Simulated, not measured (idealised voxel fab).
The name of this process module is voxel transistor to metal.
190 nm wide, 5 nm square cells: that's cross-section cut.
Heads up, the way a cross-section reads in here is a grid of square cells, handed over as bands from the top down, with every band being one or more rows of cells. Heads up on the band format: heights come first, top then bottom, in nm. After that it's the materials left to right, each with its width in nm. A single material flagged "everywhere" fills the whole band edge to edge, and "empty" means there's empty space there. Counting heights begins at 0, where everything beneath is, in the wafer as received, one material. The lowest band has no bottom; it goes on downwards, as "from 0 down" shows. The notation "30 to 40" denotes a width that varies across the rows of cells in the band, beginning at the first number in the top row, finishing at the second number in the bottom row, and changing by an identical amount from each row to the next. No cell of the cross-section changed in a step that is given as "remains unaltered". So "Enclosed void list" is basically the list of trapped voids: any empty space of 8 cells or more that can't reach the top through an opening. They're written width x height at distance, the distance being from the left edge, and it's all nm. Step line, after settings: the simulator's comment on this step. overlay nm, on a step with a mask: how far to the right of its planned place the mask lay; to the left if negative.

## These are the steps we planned for the process
- 1: RECEIVE,material Si
- 2: OXIDIZE,depth nm 5
- 3: CONFORMAL_DEP,material SiN,thk nm 15
- 4: DIRECTIONAL_DEP,material aC,thk nm 10
- 5: PATTERN,tone cover,mask id ACTIVE,material resist,width nm 110,thk nm 30,overlay nm 0
- 6: DIRECTIONAL_ETCH,etch materials aC,depth nm 10
- 7: STRIP,etch materials resist
- 8: DIRECTIONAL_ETCH,etch materials SiN,depth nm 15
- 9: DIRECTIONAL_ETCH,etch materials SiO2,depth nm 5
- 10: DIRECTIONAL_ETCH,etch materials Si,depth nm 25
- 11: STRIP,etch materials aC
- 12: OXIDIZE,depth nm 5
- 13: FILL_DEP,material SiO2,thk nm 10
- 14: CMP,height nm 15
- 15: SELECTIVE_ETCH,etch materials SiO2,depth nm 10
- 16: STRIP,etch materials SiN
- 17: SELECTIVE_ETCH,etch materials SiO2,depth nm 5
- 18: OXIDIZE,depth nm 5
- 19: DIRECTIONAL_DEP,material polySi,thk nm 20
- 20: DIRECTIONAL_DEP,material SiCN,thk nm 15
- 21: PATTERN,tone cover,mask id GATE,material resist,width nm 20,thk nm 15,overlay nm 0
- 22: DIRECTIONAL_ETCH,etch materials SiCN,depth nm 25
- 23: DIRECTIONAL_ETCH,etch materials polySi,depth nm 30
- 24: STRIP,etch materials resist
- 25: CONFORMAL_DEP,material SiN,thk nm 5
- 26: DIRECTIONAL_ETCH,etch materials SiN,depth nm 5
- 27: DIRECTIONAL_ETCH,etch materials SiO2,depth nm 5
- 28: EPI,material pSi,thk nm 5
- 29: FILL_DEP,material SiO2,thk nm 10
- 30: CMP,height nm 30
- 31: DIRECTIONAL_DEP,material SiO2,thk nm 15
- 32: DIRECTIONAL_DEP,material aC,thk nm 15
- 33: PATTERN,tone open,mask id CONTACT,material resist,width nm 35,pitch nm 65,thk nm 35,overlay nm 0
- 34: DIRECTIONAL_ETCH,etch materials aC,depth nm 15
- 35: STRIP,etch materials resist
- 36: DIRECTIONAL_ETCH,etch materials SiO2,depth nm 50
- 37: STRIP,etch materials aC
- 38: CONFORMAL_DEP,material TiN,thk nm 5
- 39: FILL_DEP,material Ru,thk nm 10
- 40: CMP,height nm 45
- 41: CONFORMAL_DEP,material SiCN,thk nm 5
- 42: DIRECTIONAL_DEP,material lowk,thk nm 25
- 43: DIRECTIONAL_DEP,material aC,thk nm 10
- 44: PATTERN,tone open,mask id METAL_1,material resist,width nm 20,pitch nm 80,thk nm 25,overlay nm 0
- 45: DIRECTIONAL_ETCH,etch materials aC,depth nm 10
- 46: STRIP,etch materials resist
- 47: DIRECTIONAL_ETCH,etch materials lowk,depth nm 25
- 48: DIRECTIONAL_ETCH,etch materials SiCN,depth nm 5
- 49: STRIP,etch materials aC
- 50: CONFORMAL_DEP,material TiN,thk nm 5
- 51: FILL_DEP,material Cu,thk nm 5
- 52: CMP,height nm 75
- 53: CONFORMAL_DEP,material SiCN,thk nm 5

## First out of two wafers; run went to plan

## Cross-section of the wafer at receipt, which is the condition after step 1
- from 0 down | Si everywhere
- Enclosed void list: none

## Cross-section of the wafer after step 2
- from 0 to -5 | SiO2 everywhere
- All layers under -5 are left as they were.

## Cross-section of the wafer after step 3
- from 15 to 0 | SiN everywhere
- All layers under 0 are left as they were.

## Cross-section of the wafer after step 4
- from 25 to 15 | aC everywhere
- All layers under 15 are left as they were.

## Cross-section of the wafer after step 5
- from 55 to 25 | empty (40), then resist (110), then empty (40)
- All layers under 25 are left as they were.

## Cross-section of the wafer after step 6
- from 45 to 25 | empty (40), then resist (110), then empty (40)
- from 25 to 15 | empty (40), then aC (110), then empty (40)
- All layers under 15 are left as they were.

## Cross-section of the wafer after step 7
- from 25 to 15 | empty (40), then aC (110), then empty (40)
- All layers under 15 are left as they were.

## Cross-section of the wafer after step 8
- from 25 to 15 | empty (40), then aC (110), then empty (40)
- from 15 to 0 | empty (40), then SiN (110), then empty (40)
- All layers under 0 are left as they were.

## Cross-section of the wafer after step 9
- from 25 to 15 | empty (40), then aC (110), then empty (40)
- from 15 to 0 | empty (40), then SiN (110), then empty (40)
- from 0 to -5 | empty (40), then SiO2 (110), then empty (40)
- All layers under -5 are left as they were.

## Cross-section of the wafer after step 10
- from 25 to 15 | empty (40), then aC (110), then empty (40)
- from 15 to 0 | empty (40), then SiN (110), then empty (40)
- from 0 to -5 | empty (40), then SiO2 (110), then empty (40)
- from -5 to -30 | empty (40), then Si (110), then empty (40)
- All layers under -30 are left as they were.

## Cross-section of the wafer after step 11
- from 15 to 0 | empty (40), then SiN (110), then empty (40)
- All layers under 0 are left as they were.

## Cross-section of the wafer after step 12
- from 15 to 0 | empty (40), then SiN (110), then empty (40)
- from 0 to -5 | empty (40), then SiO2 (110), then empty (40)
- from -5 to -30 | empty (40), then SiO2 (5), then Si (100), then SiO2 (5), then empty (40)
- from -30 to -35 | SiO2 (45), then Si (100), then SiO2 (45)
- All layers under -35 are left as they were.

## Cross-section of the wafer after step 13
- from 25 to 15 | SiO2 everywhere
- from 15 to 0 | SiO2 (40), then SiN (110), then SiO2 (40)
- from 0 to -5 | SiO2 everywhere
- from -5 to -35 | SiO2 (45), then Si (100), then SiO2 (45)
- All layers under -35 are left as they were.

## Cross-section of the wafer after step 14
- from 15 to 0 | SiO2 (40), then SiN (110), then SiO2 (40)
- All layers under 0 are left as they were.

## Cross-section of the wafer after step 15
- from 15 to 5 | empty (40), then SiN (110), then empty (40)
- All layers under 5 are left as they were.

## Cross-section of the wafer after step 16
- from 5 to 0 | SiO2 (40), then empty (110), then SiO2 (40)
- All layers under 0 are left as they were.

## Cross-section of the wafer after step 17
- from 0 to -5 | SiO2 (35), then empty (120), then SiO2 (35)
- All layers under -5 are left as they were.

## Cross-section of the wafer after step 18
- from 0 to -5 | SiO2 (35), then empty (120), then SiO2 (35)
- from -5 to -10 | SiO2 everywhere
- All layers under -10 are left as they were.

## Cross-section of the wafer after step 19
- from 20 to 15 | polySi (35), then empty (120), then polySi (35)
- from 15 to 0 | polySi everywhere
- from 0 to -5 | SiO2 (35), then polySi (120), then SiO2 (35)
- All layers under -5 are left as they were.

## Cross-section of the wafer after step 20
- from 35 to 30 | SiCN (35), then empty (120), then SiCN (35)
- from 30 to 20 | SiCN everywhere
- from 20 to 15 | polySi (35), then SiCN (120), then polySi (35)
- All layers under 15 are left as they were.

## Cross-section of the wafer after step 21
- from 50 to 35 | empty (85), then resist (20), then empty (85)
- from 35 to 30 | SiCN (35), then empty (50), then resist (20), then empty (50), then SiCN (35)
- All layers under 30 are left as they were.

## Cross-section of the wafer after step 22
- from 50 to 30 | empty (85), then resist (20), then empty (85)
- from 30 to 20 | empty (85), then SiCN (20), then empty (85)
- from 20 to 15 | polySi (35), then empty (50), then SiCN (20), then empty (50), then polySi (35)
- All layers under 15 are left as they were.

## Cross-section of the wafer after step 23
- from 50 to 30 | empty (85), then resist (20), then empty (85)
- from 30 to 15 | empty (85), then SiCN (20), then empty (85)
- from 15 to 0 | empty (85), then polySi (20), then empty (85)
- from 0 to -5 | SiO2 (35), then empty (50), then polySi (20), then empty (50), then SiO2 (35)
- All layers under -5 are left as they were.

## Cross-section of the wafer after step 24
- from 30 to 15 | empty (85), then SiCN (20), then empty (85)
- All layers under 15 are left as they were.

## Cross-section of the wafer after step 25
- from 35 to 30 | empty (80), then SiN (30), then empty (80)
- from 30 to 15 | empty (80), then SiN (5), then SiCN (20), then SiN (5), then empty (80)
- from 15 to 5 | empty (80), then SiN (5), then polySi (20), then SiN (5), then empty (80)
- from 5 to 0 | SiN (40), then empty (40), then SiN (5), then polySi (20), then SiN (5), then empty (40), then SiN (40)
- from 0 to -5 | SiO2 (35), then SiN (50), then polySi (20), then SiN (50), then SiO2 (35)
- All layers under -5 are left as they were.

## Cross-section of the wafer after step 26
- from 30 to 15 | empty (80), then SiN (5), then SiCN (20), then SiN (5), then empty (80)
- from 15 to 0 | empty (80), then SiN (5), then polySi (20), then SiN (5), then empty (80)
- from 0 to -5 | SiO2 (35), then SiN (5), then empty (40), then SiN (5), then polySi (20), then SiN (5), then empty (40), then SiN (5), then SiO2 (35)
- All layers under -5 are left as they were.

## Cross-section of the wafer after step 27
- from 30 to 15 | empty (80), then SiN (5), then SiCN (20), then SiN (5), then empty (80)
- from 15 to 0 | empty (80), then SiN (5), then polySi (20), then SiN (5), then empty (80)
- from 0 to -5 | empty (35), then SiN (5), then empty (40), then SiN (5), then polySi (20), then SiN (5), then empty (40), then SiN (5), then empty (35)
- from -5 to -10 | SiO2 (40), then empty (40), then SiO2 (30), then empty (40), then SiO2 (40)
- All layers under -10 are left as they were.

## Cross-section of the wafer after step 28
- from 30 to 15 | empty (80), then SiN (5), then SiCN (20), then SiN (5), then empty (80)
- from 15 to 0 | empty (80), then SiN (5), then polySi (20), then SiN (5), then empty (80)
- from 0 to -5 | empty (35), then SiN (5), then empty (40), then SiN (5), then polySi (20), then SiN (5), then empty (40), then SiN (5), then empty (35)
- from -5 to -10 | SiO2 (40), then pSi (40), then SiO2 (30), then pSi (40), then SiO2 (40)
- All layers under -10 are left as they were.

## Cross-section of the wafer after step 29
- from 40 to 30 | SiO2 everywhere
- from 30 to 15 | SiO2 (80), then SiN (5), then SiCN (20), then SiN (5), then SiO2 (80)
- from 15 to 0 | SiO2 (80), then SiN (5), then polySi (20), then SiN (5), then SiO2 (80)
- from 0 to -5 | SiO2 (35), then SiN (5), then SiO2 (40), then SiN (5), then polySi (20), then SiN (5), then SiO2 (40), then SiN (5), then SiO2 (35)
- All layers under -5 are left as they were.

## Cross-section of the wafer after step 30
- from 30 to 15 | SiO2 (80), then SiN (5), then SiCN (20), then SiN (5), then SiO2 (80)
- All layers under 15 are left as they were.

## Cross-section of the wafer after step 31
- from 45 to 30 | SiO2 everywhere
- All layers under 30 are left as they were.

## Cross-section of the wafer after step 32
- from 60 to 45 | aC everywhere
- All layers under 45 are left as they were.

## Cross-section of the wafer after step 33
- from 95 to 60 | resist (45), then empty (35), then resist (30), then empty (35), then resist (45)
- All layers under 60 are left as they were.

## Cross-section of the wafer after step 34
- from 80 to 60 | resist (45), then empty (35), then resist (30), then empty (35), then resist (45)
- from 60 to 45 | aC (45), then empty (35), then aC (30), then empty (35), then aC (45)
- All layers under 45 are left as they were.

## Cross-section of the wafer after step 35
- from 60 to 45 | aC (45), then empty (35), then aC (30), then empty (35), then aC (45)
- All layers under 45 are left as they were.

## Cross-section of the wafer after step 36
- from 60 to 45 | aC (45), then empty (35), then aC (30), then empty (35), then aC (45)
- from 45 to 30 | SiO2 (45), then empty (35), then SiO2 (30), then empty (35), then SiO2 (45)
- from 30 to 15 | SiO2 (45), then empty (35), then SiN (5), then SiCN (20), then SiN (5), then empty (35), then SiO2 (45)
- from 15 to 0 | SiO2 (45), then empty (35), then SiN (5), then polySi (20), then SiN (5), then empty (35), then SiO2 (45)
- from 0 to -5 | SiO2 (35), then SiN (5), then SiO2 (5), then empty (35), then SiN (5), then polySi (20), then SiN (5), then empty (35), then SiO2 (5), then SiN (5), then SiO2 (35)
- All layers under -5 are left as they were.

## Cross-section of the wafer after step 37
- from 45 to 30 | SiO2 (45), then empty (35), then SiO2 (30), then empty (35), then SiO2 (45)
- All layers under 30 are left as they were.

## Cross-section of the wafer after step 38
- from 50 to 45 | TiN (50), then empty (25), then TiN (40), then empty (25), then TiN (50)
- from 45 to 30 | SiO2 (45), then TiN (5), then empty (25), then TiN (5), then SiO2 (30), then TiN (5), then empty (25), then TiN (5), then SiO2 (45)
- from 30 to 15 | SiO2 (45), then TiN (5), then empty (25), then TiN (5), then SiN (5), then SiCN (20), then SiN (5), then TiN (5), then empty (25), then TiN (5), then SiO2 (45)
- from 15 to 0 | SiO2 (45), then TiN (5), then empty (25), then TiN (5), then SiN (5), then polySi (20), then SiN (5), then TiN (5), then empty (25), then TiN (5), then SiO2 (45)
- from 0 to -5 | SiO2 (35), then SiN (5), then SiO2 (5), then TiN (35), then SiN (5), then polySi (20), then SiN (5), then TiN (35), then SiO2 (5), then SiN (5), then SiO2 (35)
- All layers under -5 are left as they were.

## Cross-section of the wafer after step 39
- from 60 to 50 | Ru everywhere
- from 50 to 45 | TiN (50), then Ru (25), then TiN (40), then Ru (25), then TiN (50)
- from 45 to 30 | SiO2 (45), then TiN (5), then Ru (25), then TiN (5), then SiO2 (30), then TiN (5), then Ru (25), then TiN (5), then SiO2 (45)
- from 30 to 15 | SiO2 (45), then TiN (5), then Ru (25), then TiN (5), then SiN (5), then SiCN (20), then SiN (5), then TiN (5), then Ru (25), then TiN (5), then SiO2 (45)
- from 15 to 0 | SiO2 (45), then TiN (5), then Ru (25), then TiN (5), then SiN (5), then polySi (20), then SiN (5), then TiN (5), then Ru (25), then TiN (5), then SiO2 (45)
- All layers under 0 are left as they were.

## Cross-section of the wafer after step 40
- from 45 to 30 | SiO2 (45), then TiN (5), then Ru (25), then TiN (5), then SiO2 (30), then TiN (5), then Ru (25), then TiN (5), then SiO2 (45)
- All layers under 30 are left as they were.

## Cross-section of the wafer after step 41
- from 50 to 45 | SiCN everywhere
- All layers under 45 are left as they were.

## Cross-section of the wafer after step 42
- from 75 to 50 | lowk everywhere
- All layers under 50 are left as they were.

## Cross-section of the wafer after step 43
- from 85 to 75 | aC everywhere
- All layers under 75 are left as they were.

## Cross-section of the wafer after step 44
- from 110 to 85 | resist (45), then empty (20), then resist (60), then empty (20), then resist (45)
- All layers under 85 are left as they were.

## Cross-section of the wafer after step 45
- from 100 to 85 | resist (45), then empty (20), then resist (60), then empty (20), then resist (45)
- from 85 to 75 | aC (45), then empty (20), then aC (60), then empty (20), then aC (45)
- All layers under 75 are left as they were.

## Cross-section of the wafer after step 46
- from 85 to 75 | aC (45), then empty (20), then aC (60), then empty (20), then aC (45)
- All layers under 75 are left as they were.

## Cross-section of the wafer after step 47
- from 85 to 75 | aC (45), then empty (20), then aC (60), then empty (20), then aC (45)
- from 75 to 50 | lowk (45), then empty (20), then lowk (60), then empty (20), then lowk (45)
- All layers under 50 are left as they were.

## Cross-section of the wafer after step 48
- from 85 to 75 | aC (45), then empty (20), then aC (60), then empty (20), then aC (45)
- from 75 to 50 | lowk (45), then empty (20), then lowk (60), then empty (20), then lowk (45)
- from 50 to 45 | SiCN (45), then empty (20), then SiCN (60), then empty (20), then SiCN (45)
- All layers under 45 are left as they were.

## Cross-section of the wafer after step 49
- from 75 to 50 | lowk (45), then empty (20), then lowk (60), then empty (20), then lowk (45)
- All layers under 50 are left as they were.

## Cross-section of the wafer after step 50
- from 80 to 75 | TiN (50), then empty (10), then TiN (70), then empty (10), then TiN (50)
- from 75 to 50 | lowk (45), then TiN (5), then empty (10), then TiN (5), then lowk (60), then TiN (5), then empty (10), then TiN (5), then lowk (45)
- from 50 to 45 | SiCN (45), then TiN (20), then SiCN (60), then TiN (20), then SiCN (45)
- All layers under 45 are left as they were.

## Cross-section of the wafer after step 51
- from 85 to 80 | Cu everywhere
- from 80 to 75 | TiN (50), then Cu (10), then TiN (70), then Cu (10), then TiN (50)
- from 75 to 50 | lowk (45), then TiN (5), then Cu (10), then TiN (5), then lowk (60), then TiN (5), then Cu (10), then TiN (5), then lowk (45)
- All layers under 50 are left as they were.

## Cross-section of the wafer after step 52
- from 75 to 50 | lowk (45), then TiN (5), then Cu (10), then TiN (5), then lowk (60), then TiN (5), then Cu (10), then TiN (5), then lowk (45)
- All layers under 50 are left as they were.

## Cross-section of the wafer after step 53
- from 80 to 75 | SiCN everywhere
- All layers under 75 are left as they were.

## Second wafer, same starting conditions and recipe as the first, one mistake in executing it, nothing differs from the first up to and including step 4

## Cross-sectional view of the second wafer at the intended end time of process step 5
- from 55 to 25 | empty (45), then resist (105), then empty (40)
- All layers under 25 are left as they were.

## Cross-sectional view of the second wafer at the intended end time of process step 6
- from 45 to 25 | empty (45), then resist (105), then empty (40)
- from 25 to 15 | empty (45), then aC (105), then empty (40)
- All layers under 15 are left as they were.

## Cross-sectional view of the second wafer at the intended end time of process step 7
- from 25 to 15 | empty (45), then aC (105), then empty (40)
- All layers under 15 are left as they were.

## Cross-sectional view of the second wafer at the intended end time of process step 8
- from 25 to 15 | empty (45), then aC (105), then empty (40)
- from 15 to 0 | empty (45), then SiN (105), then empty (40)
- All layers under 0 are left as they were.

## Cross-sectional view of the second wafer at the intended end time of process step 9
- from 25 to 15 | empty (45), then aC (105), then empty (40)
- from 15 to 0 | empty (45), then SiN (105), then empty (40)
- from 0 to -5 | empty (45), then SiO2 (105), then empty (40)
- All layers under -5 are left as they were.

## Cross-sectional view of the second wafer at the intended end time of process step 10
- from 25 to 15 | empty (45), then aC (105), then empty (40)
- from 15 to 0 | empty (45), then SiN (105), then empty (40)
- from 0 to -5 | empty (45), then SiO2 (105), then empty (40)
- from -5 to -30 | empty (45), then Si (105), then empty (40)
- All layers under -30 are left as they were.

## Cross-sectional view of the second wafer at the intended end time of process step 11
- from 15 to 0 | empty (45), then SiN (105), then empty (40)
- All layers under 0 are left as they were.

## Cross-sectional view of the second wafer at the intended end time of process step 12
- from 15 to 0 | empty (45), then SiN (105), then empty (40)
- from 0 to -5 | empty (45), then SiO2 (105), then empty (40)
- from -5 to -30 | empty (45), then SiO2 (5), then Si (95), then SiO2 (5), then empty (40)
- from -30 to -35 | SiO2 (50), then Si (95), then SiO2 (45)
- All layers under -35 are left as they were.

## Cross-sectional view of the second wafer at the intended end time of process step 13
- from 25 to 15 | SiO2 everywhere
- from 15 to 0 | SiO2 (45), then SiN (105), then SiO2 (40)
- from 0 to -5 | SiO2 everywhere
- from -5 to -35 | SiO2 (50), then Si (95), then SiO2 (45)
- All layers under -35 are left as they were.

## Cross-sectional view of the second wafer at the intended end time of process step 14
- from 15 to 0 | SiO2 (45), then SiN (105), then SiO2 (40)
- All layers under 0 are left as they were.

## Cross-sectional view of the second wafer at the intended end time of process step 15
- from 15 to 5 | empty (45), then SiN (105), then empty (40)
- All layers under 5 are left as they were.

## Cross-sectional view of the second wafer at the intended end time of process step 16
- from 5 to 0 | SiO2 (45), then empty (105), then SiO2 (40)
- All layers under 0 are left as they were.

## Cross-sectional view of the second wafer at the intended end time of process step 17
- from 0 to -5 | SiO2 (40), then empty (115), then SiO2 (35)
- All layers under -5 are left as they were.

## Cross-sectional view of the second wafer at the intended end time of process step 18
- from 0 to -5 | SiO2 (40), then empty (115), then SiO2 (35)
- from -5 to -10 | SiO2 everywhere
- All layers under -10 are left as they were.

## Cross-sectional view of the second wafer at the intended end time of process step 19
- from 20 to 15 | polySi (40), then empty (115), then polySi (35)
- from 15 to 0 | polySi everywhere
- from 0 to -5 | SiO2 (40), then polySi (115), then SiO2 (35)
- All layers under -5 are left as they were.

## Cross-sectional view of the second wafer at the intended end time of process step 20
- from 35 to 30 | SiCN (40), then empty (115), then SiCN (35)
- from 30 to 20 | SiCN everywhere
- from 20 to 15 | polySi (40), then SiCN (115), then polySi (35)
- All layers under 15 are left as they were.

## Cross-sectional view of the second wafer at the intended end time of process step 21
- from 50 to 35 | empty (85), then resist (20), then empty (85)
- from 35 to 30 | SiCN (40), then empty (45), then resist (20), then empty (50), then SiCN (35)
- All layers under 30 are left as they were.

## Cross-sectional view of the second wafer at the intended end time of process step 22
- from 50 to 30 | empty (85), then resist (20), then empty (85)
- from 30 to 20 | empty (85), then SiCN (20), then empty (85)
- from 20 to 15 | polySi (40), then empty (45), then SiCN (20), then empty (50), then polySi (35)
- All layers under 15 are left as they were.

## Cross-sectional view of the second wafer at the intended end time of process step 23
- from 50 to 30 | empty (85), then resist (20), then empty (85)
- from 30 to 15 | empty (85), then SiCN (20), then empty (85)
- from 15 to 0 | empty (85), then polySi (20), then empty (85)
- from 0 to -5 | SiO2 (40), then empty (45), then polySi (20), then empty (50), then SiO2 (35)
- All layers under -5 are left as they were.

## Cross-sectional view of the second wafer at the intended end time of process step 24
- from 30 to 15 | empty (85), then SiCN (20), then empty (85)
- All layers under 15 are left as they were.

## Cross-sectional view of the second wafer at the intended end time of process step 25
- from 35 to 30 | empty (80), then SiN (30), then empty (80)
- from 30 to 15 | empty (80), then SiN (5), then SiCN (20), then SiN (5), then empty (80)
- from 15 to 5 | empty (80), then SiN (5), then polySi (20), then SiN (5), then empty (80)
- from 5 to 0 | SiN (45), then empty (35), then SiN (5), then polySi (20), then SiN (5), then empty (40), then SiN (40)
- from 0 to -5 | SiO2 (40), then SiN (45), then polySi (20), then SiN (50), then SiO2 (35)
- All layers under -5 are left as they were.

## Cross-sectional view of the second wafer at the intended end time of process step 26
- from 30 to 15 | empty (80), then SiN (5), then SiCN (20), then SiN (5), then empty (80)
- from 15 to 0 | empty (80), then SiN (5), then polySi (20), then SiN (5), then empty (80)
- from 0 to -5 | SiO2 (40), then SiN (5), then empty (35), then SiN (5), then polySi (20), then SiN (5), then empty (40), then SiN (5), then SiO2 (35)
- All layers under -5 are left as they were.

## Cross-sectional view of the second wafer at the intended end time of process step 27
- from 30 to 15 | empty (80), then SiN (5), then SiCN (20), then SiN (5), then empty (80)
- from 15 to 0 | empty (80), then SiN (5), then polySi (20), then SiN (5), then empty (80)
- from 0 to -5 | empty (40), then SiN (5), then empty (35), then SiN (5), then polySi (20), then SiN (5), then empty (40), then SiN (5), then empty (35)
- from -5 to -10 | SiO2 (45), then empty (35), then SiO2 (30), then empty (40), then SiO2 (40)
- All layers under -10 are left as they were.

## Cross-sectional view of the second wafer at the intended end time of process step 28
- from 30 to 15 | empty (80), then SiN (5), then SiCN (20), then SiN (5), then empty (80)
- from 15 to 0 | empty (80), then SiN (5), then polySi (20), then SiN (5), then empty (80)
- from 0 to -5 | empty (40), then SiN (5), then empty (35), then SiN (5), then polySi (20), then SiN (5), then empty (40), then SiN (5), then empty (35)
- from -5 to -10 | SiO2 (45), then pSi (35), then SiO2 (30), then pSi (40), then SiO2 (40)
- All layers under -10 are left as they were.

## Cross-sectional view of the second wafer at the intended end time of process step 29
- from 40 to 30 | SiO2 everywhere
- from 30 to 15 | SiO2 (80), then SiN (5), then SiCN (20), then SiN (5), then SiO2 (80)
- from 15 to 0 | SiO2 (80), then SiN (5), then polySi (20), then SiN (5), then SiO2 (80)
- from 0 to -5 | SiO2 (40), then SiN (5), then SiO2 (35), then SiN (5), then polySi (20), then SiN (5), then SiO2 (40), then SiN (5), then SiO2 (35)
- All layers under -5 are left as they were.

## Cross-sectional view of the second wafer at the intended end time of process step 30
- from 30 to 15 | SiO2 (80), then SiN (5), then SiCN (20), then SiN (5), then SiO2 (80)
- All layers under 15 are left as they were.

## Cross-sectional view of the second wafer at the intended end time of process step 31
- from 45 to 30 | SiO2 everywhere
- All layers under 30 are left as they were.

## Cross-sectional view of the second wafer at the intended end time of process step 32
- from 60 to 45 | aC everywhere
- All layers under 45 are left as they were.

## Cross-sectional view of the second wafer at the intended end time of process step 33
- from 95 to 60 | resist (45), then empty (35), then resist (30), then empty (35), then resist (45)
- All layers under 60 are left as they were.

## Cross-sectional view of the second wafer at the intended end time of process step 34
- from 80 to 60 | resist (45), then empty (35), then resist (30), then empty (35), then resist (45)
- from 60 to 45 | aC (45), then empty (35), then aC (30), then empty (35), then aC (45)
- All layers under 45 are left as they were.

## Cross-sectional view of the second wafer at the intended end time of process step 35
- from 60 to 45 | aC (45), then empty (35), then aC (30), then empty (35), then aC (45)
- All layers under 45 are left as they were.

## Cross-sectional view of the second wafer at the intended end time of process step 36
- from 60 to 45 | aC (45), then empty (35), then aC (30), then empty (35), then aC (45)
- from 45 to 30 | SiO2 (45), then empty (35), then SiO2 (30), then empty (35), then SiO2 (45)
- from 30 to 15 | SiO2 (45), then empty (35), then SiN (5), then SiCN (20), then SiN (5), then empty (35), then SiO2 (45)
- from 15 to 0 | SiO2 (45), then empty (35), then SiN (5), then polySi (20), then SiN (5), then empty (35), then SiO2 (45)
- from 0 to -5 | SiO2 (40), then SiN (5), then empty (35), then SiN (5), then polySi (20), then SiN (5), then empty (35), then SiO2 (5), then SiN (5), then SiO2 (35)
- All layers under -5 are left as they were.

## Cross-sectional view of the second wafer at the intended end time of process step 37
- from 45 to 30 | SiO2 (45), then empty (35), then SiO2 (30), then empty (35), then SiO2 (45)
- All layers under 30 are left as they were.

## Cross-sectional view of the second wafer at the intended end time of process step 38
- from 50 to 45 | TiN (50), then empty (25), then TiN (40), then empty (25), then TiN (50)
- from 45 to 30 | SiO2 (45), then TiN (5), then empty (25), then TiN (5), then SiO2 (30), then TiN (5), then empty (25), then TiN (5), then SiO2 (45)
- from 30 to 15 | SiO2 (45), then TiN (5), then empty (25), then TiN (5), then SiN (5), then SiCN (20), then SiN (5), then TiN (5), then empty (25), then TiN (5), then SiO2 (45)
- from 15 to 0 | SiO2 (45), then TiN (5), then empty (25), then TiN (5), then SiN (5), then polySi (20), then SiN (5), then TiN (5), then empty (25), then TiN (5), then SiO2 (45)
- from 0 to -5 | SiO2 (40), then SiN (5), then TiN (35), then SiN (5), then polySi (20), then SiN (5), then TiN (35), then SiO2 (5), then SiN (5), then SiO2 (35)
- All layers under -5 are left as they were.

## Cross-sectional view of the second wafer at the intended end time of process step 39
- from 60 to 50 | Ru everywhere
- from 50 to 45 | TiN (50), then Ru (25), then TiN (40), then Ru (25), then TiN (50)
- from 45 to 30 | SiO2 (45), then TiN (5), then Ru (25), then TiN (5), then SiO2 (30), then TiN (5), then Ru (25), then TiN (5), then SiO2 (45)
- from 30 to 15 | SiO2 (45), then TiN (5), then Ru (25), then TiN (5), then SiN (5), then SiCN (20), then SiN (5), then TiN (5), then Ru (25), then TiN (5), then SiO2 (45)
- from 15 to 0 | SiO2 (45), then TiN (5), then Ru (25), then TiN (5), then SiN (5), then polySi (20), then SiN (5), then TiN (5), then Ru (25), then TiN (5), then SiO2 (45)
- All layers under 0 are left as they were.

## Cross-sectional view of the second wafer at the intended end time of process step 40
- from 45 to 30 | SiO2 (45), then TiN (5), then Ru (25), then TiN (5), then SiO2 (30), then TiN (5), then Ru (25), then TiN (5), then SiO2 (45)
- All layers under 30 are left as they were.

## Cross-sectional view of the second wafer at the intended end time of process step 41
- from 50 to 45 | SiCN everywhere
- All layers under 45 are left as they were.

## Cross-sectional view of the second wafer at the intended end time of process step 42
- from 75 to 50 | lowk everywhere
- All layers under 50 are left as they were.

## Cross-sectional view of the second wafer at the intended end time of process step 43
- from 85 to 75 | aC everywhere
- All layers under 75 are left as they were.

## Cross-sectional view of the second wafer at the intended end time of process step 44
- from 110 to 85 | resist (45), then empty (20), then resist (60), then empty (20), then resist (45)
- All layers under 85 are left as they were.

## Cross-sectional view of the second wafer at the intended end time of process step 45
- from 100 to 85 | resist (45), then empty (20), then resist (60), then empty (20), then resist (45)
- from 85 to 75 | aC (45), then empty (20), then aC (60), then empty (20), then aC (45)
- All layers under 75 are left as they were.

## Cross-sectional view of the second wafer at the intended end time of process step 46
- from 85 to 75 | aC (45), then empty (20), then aC (60), then empty (20), then aC (45)
- All layers under 75 are left as they were.

## Cross-sectional view of the second wafer at the intended end time of process step 47
- from 85 to 75 | aC (45), then empty (20), then aC (60), then empty (20), then aC (45)
- from 75 to 50 | lowk (45), then empty (20), then lowk (60), then empty (20), then lowk (45)
- All layers under 50 are left as they were.

## Cross-sectional view of the second wafer at the intended end time of process step 48
- from 85 to 75 | aC (45), then empty (20), then aC (60), then empty (20), then aC (45)
- from 75 to 50 | lowk (45), then empty (20), then lowk (60), then empty (20), then lowk (45)
- from 50 to 45 | SiCN (45), then empty (20), then SiCN (60), then empty (20), then SiCN (45)
- All layers under 45 are left as they were.

## Cross-sectional view of the second wafer at the intended end time of process step 49
- from 75 to 50 | lowk (45), then empty (20), then lowk (60), then empty (20), then lowk (45)
- All layers under 50 are left as they were.

## Cross-sectional view of the second wafer at the intended end time of process step 50
- from 80 to 75 | TiN (50), then empty (10), then TiN (70), then empty (10), then TiN (50)
- from 75 to 50 | lowk (45), then TiN (5), then empty (10), then TiN (5), then lowk (60), then TiN (5), then empty (10), then TiN (5), then lowk (45)
- from 50 to 45 | SiCN (45), then TiN (20), then SiCN (60), then TiN (20), then SiCN (45)
- All layers under 45 are left as they were.

## Cross-sectional view of the second wafer at the intended end time of process step 51
- from 85 to 80 | Cu everywhere
- from 80 to 75 | TiN (50), then Cu (10), then TiN (70), then Cu (10), then TiN (50)
- from 75 to 50 | lowk (45), then TiN (5), then Cu (10), then TiN (5), then lowk (60), then TiN (5), then Cu (10), then TiN (5), then lowk (45)
- All layers under 50 are left as they were.

## Cross-sectional view of the second wafer at the intended end time of process step 52
- from 75 to 50 | lowk (45), then TiN (5), then Cu (10), then TiN (5), then lowk (60), then TiN (5), then Cu (10), then TiN (5), then lowk (45)
- All layers under 50 are left as they were.

## Cross-sectional view of the second wafer at the intended end time of process step 53
- from 80 to 75 | SiCN everywhere
- All layers under 75 are left as they were.
Nonconformance to the process plan: step 5 ran differently from the plan; actual operation with settings: PATTERN,tone cover,mask id ACTIVE,material resist,width nm 105,thk nm 30,overlay nm 0
Final tally in cells, some materials are higher or lower on the second wafer than on the first: 5 fewer of Si; 6 more of SiO2; 1 fewer of pSi
